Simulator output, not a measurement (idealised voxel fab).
You're looking at the process module voxel wiring stack.
Square cell edge 5 nm, section width 275 nm, ID cut.
For the purposes of this document, a cross-section shall be understood as a grid of square cells, specified as bands listed in top-to-bottom order, each band consisting of one or more rows of cells.
Look at the band entry: it leads with the top's height and the bottom's height in nm. Then it lists the materials left to right, with a width in nm for each. The word "everywhere" on a single material says that material fills the band edge to edge. The word "empty" is empty space.
Heights are expressed relative to 0, this being the level below which the as-received wafer comprises one material exclusively. The lowest band is unbounded in the downward direction and is denoted as in "from 0 down".
So if you see something like "30..40" for the width, read it as the top row of the band sitting at the first number and the bottom row at the second, with every row in between moving by the same amount as the last.
For the purposes of this document, the phrase "no modification" attached to a step denotes that no cell within the cross-section was modified by that step.
"Voids, fully enclosed" specifies each empty space that is not open to the top and that occupies no fewer than 8 cells, using the form width x height at distance, the distance measured from the left edge and all three quantities in nm.
On a step's line, text after the settings is the simulator commenting on that step.
overlay nm, on a step with a mask: how far to the right of its planned place the mask lay; to the left if negative

**Set out below are the planned steps of the process**
- 1: RECEIVE with material Si
- 2: CONFORMAL_DEP with material SiO2, thk nm 10
- 3: CONFORMAL_DEP with material SiN, thk nm 5
- 4: DIRECTIONAL_DEP with material lowk, thk nm 15
- 5: MASKED_ETCH with tone open, mask id METAL_1, width nm 30, pitch nm 60, etch materials lowk, depth nm 15, overlay nm 0
- 6: MASKED_ETCH with tone open, mask id METAL_1, width nm 30, pitch nm 60, etch materials SiN, depth nm 5, overlay nm 0
- 7: CONFORMAL_DEP with material TiN, thk nm 5
- 8: FILL_DEP with material W, thk nm 10
- 9: CMP with height nm 30
- 10: CONFORMAL_DEP with material SiCN, thk nm 5
- 11: DIRECTIONAL_DEP with material lowk, thk nm 10
- 12: DIRECTIONAL_DEP with material aC, thk nm 15
- 13: PATTERN with tone open, mask id PLUG_1, material resist, width nm 15, pitch nm 120, thk nm 35, overlay nm 0
- 14: DIRECTIONAL_ETCH with etch materials aC, depth nm 15
- 15: STRIP with etch materials resist
- 16: DIRECTIONAL_ETCH with etch materials lowk, depth nm 10
- 17: DIRECTIONAL_ETCH with etch materials SiCN, depth nm 5
- 18: STRIP with etch materials aC
- 19: CONFORMAL_DEP with material TiN, thk nm 5
- 20: FILL_DEP with material Ru, thk nm 5
- 21: CMP with height nm 45
- 22: DIRECTIONAL_DEP with material TiN, thk nm 5
- 23: DIRECTIONAL_DEP with material W, thk nm 15
- 24: MASKED_ETCH with tone cover, mask id METAL_2, width nm 30, pitch nm 60, etch materials W, depth nm 15, overlay nm 0
- 25: MASKED_ETCH with tone cover, mask id METAL_2, width nm 30, pitch nm 60, etch materials TiN, depth nm 5, overlay nm 0
- 26: CONFORMAL_DEP with material SiCN, thk nm 5
- 27: FILL_DEP with material SiO2, thk nm 5
- 28: CMP with height nm 65
- 29: CONFORMAL_DEP with material SiCN, thk nm 5
- 30: DIRECTIONAL_DEP with material SiO2, thk nm 25
- 31: DIRECTIONAL_DEP with material aC, thk nm 15
- 32: PATTERN with tone open, mask id METAL_3_HOLES, material resist, width nm 15, pitch nm 60, thk nm 35, overlay nm 0
- 33: DIRECTIONAL_ETCH with etch materials aC, depth nm 15
- 34: STRIP with etch materials resist
- 35: DIRECTIONAL_ETCH with etch materials SiO2, depth nm 25
- 36: STRIP with etch materials aC
- 37: DIRECTIONAL_DEP with material aC, thk nm 10
- 38: PATTERN with tone open, mask id METAL_3, material resist, width nm 30, pitch nm 60, thk nm 30, overlay nm 0
- 39: DIRECTIONAL_ETCH with etch materials aC, depth nm 10
- 40: STRIP with etch materials resist
- 41: DIRECTIONAL_ETCH with etch materials SiO2, depth nm 15
- 42: DIRECTIONAL_ETCH with etch materials SiCN, depth nm 5
- 43: STRIP with etch materials aC
- 44: CONFORMAL_DEP with material TiN, thk nm 5
- 45: FILL_DEP with material Cu, thk nm 5
- 46: CMP with height nm 95
- 47: CONFORMAL_DEP with material SiCN, thk nm 5

**Cross-section of the wafer at receipt, which is the condition after step 1**
from 0 down = Si everywhere
Voids, fully enclosed: none

**As-planned run: cross-section of the first of two wafers at end of module**
from 100 to 95 = SiCN everywhere
from 95 to 85 = SiO2 (30) / TiN (5) / Cu (20) / TiN (5) / SiO2 (30) / TiN (5) / Cu (20) / TiN (5) / SiO2 (30) / TiN (5) / Cu (20) / TiN (5) / SiO2 (30) / TiN (5) / Cu (20) / TiN (5) / SiO2 (35)
from 85 to 80 = SiO2 (30) / TiN (5) / Cu (5) / TiN (20) / SiO2 (30) / TiN (5) / Cu (5) / TiN (20) / SiO2 (30) / TiN (5) / Cu (5) / TiN (20) / SiO2 (30) / TiN (5) / Cu (5) / TiN (20) / SiO2 (35)
from 80 to 70 = SiO2 (30) / TiN (5) / Cu (5) / TiN (5) / SiO2 (45) / TiN (5) / Cu (5) / TiN (5) / SiO2 (45) / TiN (5) / Cu (5) / TiN (5) / SiO2 (45) / TiN (5) / Cu (5) / TiN (5) / SiO2 (50)
from 70 to 65 = SiCN (30) / TiN (15) / SiCN (45) / TiN (15) / SiCN (45) / TiN (15) / SiCN (45) / TiN (15) / SiCN (50)
from 65 to 50 = SiO2 (25) / SiCN (5) / W (30) / SiCN (5) / SiO2 (20) / SiCN (5) / W (30) / SiCN (5) / SiO2 (20) / SiCN (5) / W (30) / SiCN (5) / SiO2 (20) / SiCN (5) / W (30) / SiCN (5) / SiO2 (30)
from 50 to 45 = SiCN (30) / TiN (30) / SiCN (30) / TiN (30) / SiCN (30) / TiN (30) / SiCN (30) / TiN (30) / SiCN (35)
from 45 to 35 = lowk (30) / TiN (5) / Ru (5) / TiN (5) / lowk (105) / TiN (5) / Ru (5) / TiN (5) / lowk (110)
from 35 to 30 = SiCN (30) / TiN (15) / SiCN (105) / TiN (15) / SiCN (110)
from 30 to 15 = lowk (30) / TiN (5) / W (20) / TiN (5) / lowk (30) / TiN (5) / W (20) / TiN (5) / lowk (30) / TiN (5) / W (20) / TiN (5) / lowk (30) / TiN (5) / W (20) / TiN (5) / lowk (35)
from 15 to 10 = SiN (30) / TiN (30) / SiN (30) / TiN (30) / SiN (30) / TiN (30) / SiN (30) / TiN (30) / SiN (35)
from 10 to 0 = SiO2 everywhere
from 0 down = Si everywhere
Voids, fully enclosed: none

**Second wafer cross-section at end of module - shared start and plan with the first, one mistake in the run**
from 105 to 100 = SiCN everywhere
from 100 to 95 = TiN (35) / Cu (20) / TiN (40) / Cu (20) / TiN (40) / Cu (20) / TiN (40) / Cu (20) / TiN (40)
from 95 to 85 = SiO2 (30) / TiN (5) / Cu (20) / TiN (5) / SiO2 (30) / TiN (5) / Cu (20) / TiN (5) / SiO2 (30) / TiN (5) / Cu (20) / TiN (5) / SiO2 (30) / TiN (5) / Cu (20) / TiN (5) / SiO2 (35)
from 85 to 80 = SiO2 (30) / TiN (5) / Cu (5) / TiN (20) / SiO2 (30) / TiN (5) / Cu (5) / TiN (20) / SiO2 (30) / TiN (5) / Cu (5) / TiN (20) / SiO2 (30) / TiN (5) / Cu (5) / TiN (20) / SiO2 (35)
from 80 to 70 = SiO2 (30) / TiN (5) / Cu (5) / TiN (5) / SiO2 (45) / TiN (5) / Cu (5) / TiN (5) / SiO2 (45) / TiN (5) / Cu (5) / TiN (5) / SiO2 (45) / TiN (5) / Cu (5) / TiN (5) / SiO2 (50)
from 70 to 65 = SiCN (30) / TiN (15) / SiCN (45) / TiN (15) / SiCN (45) / TiN (15) / SiCN (45) / TiN (15) / SiCN (50)
from 65 to 50 = SiO2 (25) / SiCN (5) / W (30) / SiCN (5) / SiO2 (20) / SiCN (5) / W (30) / SiCN (5) / SiO2 (20) / SiCN (5) / W (30) / SiCN (5) / SiO2 (20) / SiCN (5) / W (30) / SiCN (5) / SiO2 (30)
from 50 to 45 = SiCN (30) / TiN (30) / SiCN (30) / TiN (30) / SiCN (30) / TiN (30) / SiCN (30) / TiN (30) / SiCN (35)
from 45 to 35 = lowk (30) / TiN (5) / Ru (5) / TiN (5) / lowk (105) / TiN (5) / Ru (5) / TiN (5) / lowk (110)
from 35 to 30 = SiCN (30) / TiN (15) / SiCN (105) / TiN (15) / SiCN (110)
from 30 to 15 = lowk (30) / TiN (5) / W (20) / TiN (5) / lowk (30) / TiN (5) / W (20) / TiN (5) / lowk (30) / TiN (5) / W (20) / TiN (5) / lowk (30) / TiN (5) / W (20) / TiN (5) / lowk (35)
from 15 to 10 = SiN (30) / TiN (30) / SiN (30) / TiN (30) / SiN (30) / TiN (30) / SiN (30) / TiN (30) / SiN (35)
from 10 to 0 = SiO2 everywhere
from 0 down = Si everywhere
Voids, fully enclosed: none
Finding, execution versus plan: step 46 was run on a setting that differed from the plan, and what really ran there is CMP with height nm 100
Final wafer comparison in cells, second versus first, more or fewer per material: Cu: 16 more; TiN: 39 more
